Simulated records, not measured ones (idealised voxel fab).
Presented below is a process module, voxel ribs on slabs.
Cross-sectional view cut (width: 150 nm; square cell size: 5 nm).
The cross-sections in this document take the form of a grid made of square cells. They are written out as bands, in order from top to bottom. Each band consists of one or more rows of cells. Each band's line starts with the height of the band's top and of its bottom, in nm. Then come its materials from left to right, each with its width in nm. One material with "throughout" fills the band from edge to edge. "empty" is empty space. Where do heights start? At 0: under that level the wafer as delivered is made of one material only. And the lowest band has no floor; it just carries on downward, as in "0..down". A width given as "30 to 40" starts at the first number in the band's top row and ends at the second number in its bottom row, shifting by an equal amount at every step from row to row. Key: "everything unchanged" - step with no changed cell in the cross-section. Any empty space of 8 cells or more lacking an open way to the top shows up in "Sealed cavities" as width x height at distance, distance from the left edge, in nm. Text after the settings on a step's line: the simulator's own remark on that step. "overlay nm" on a masked step: distance the mask lay right of its planned place, negative for left.
Steps in the process plan:
| 1 | RECEIVE (material Si) |
| 2 | DIRECTIONAL_DEP (material SiO2; thk nm 20) |
| 3 | DIRECTIONAL_DEP (material polySi; thk nm 20) |
| 4 | MASKED_ETCH (tone cover; mask id RIB; width nm 15; etch materials polySi; depth nm 5; overlay nm 0) |
| 5 | DIRECTIONAL_DEP (material aC; thk nm 15) |
| 6 | PATTERN (tone cover; mask id SLAB; material resist; width nm 45; thk nm 30; overlay nm 0) |
| 7 | DIRECTIONAL_ETCH (etch materials aC; depth nm 15) |
| 8 | STRIP (etch materials resist) |
| 9 | DIRECTIONAL_ETCH (etch materials polySi; depth nm 15) |
| 10 | STRIP (etch materials aC) |
| 11 | FILL_DEP (material SiO2; thk nm 20) |
| 12 | CMP (height nm 50) |
| 13 | DIRECTIONAL_DEP (material TiN; thk nm 10) |
| 14 | PATTERN (tone cover; mask id HEATER; material resist; width nm 25; thk nm 15; overlay nm 0) |
| 15 | DIRECTIONAL_ETCH (etch materials TiN; depth nm 10) |
| 16 | STRIP (etch materials resist) |
| 17 | CONFORMAL_DEP (material SiN; thk nm 10) |
As-received state of the wafer in cross-section, equivalent to post-step 1:
- 0..down  Si throughout
- Sealed cavities: none
Here's the wafer cut in cross-section after the module, started and planned just like above, except one thing was done wrong in the run:
- 75..65  empty=50  SiN=45  empty=55
- 65..55  SiN=60  TiN=25  SiN=65
- 55..40  SiO2 throughout
- 40..35  SiO2=65  polySi=15  SiO2=70
- 35..20  SiO2=50  polySi=45  SiO2=55
- 20..0  SiO2 throughout
- 0..down  Si throughout
- Sealed cavities: none
Processing error: step 12 was processed under conditions differing from the plan, specifically as CMP (height nm 55)
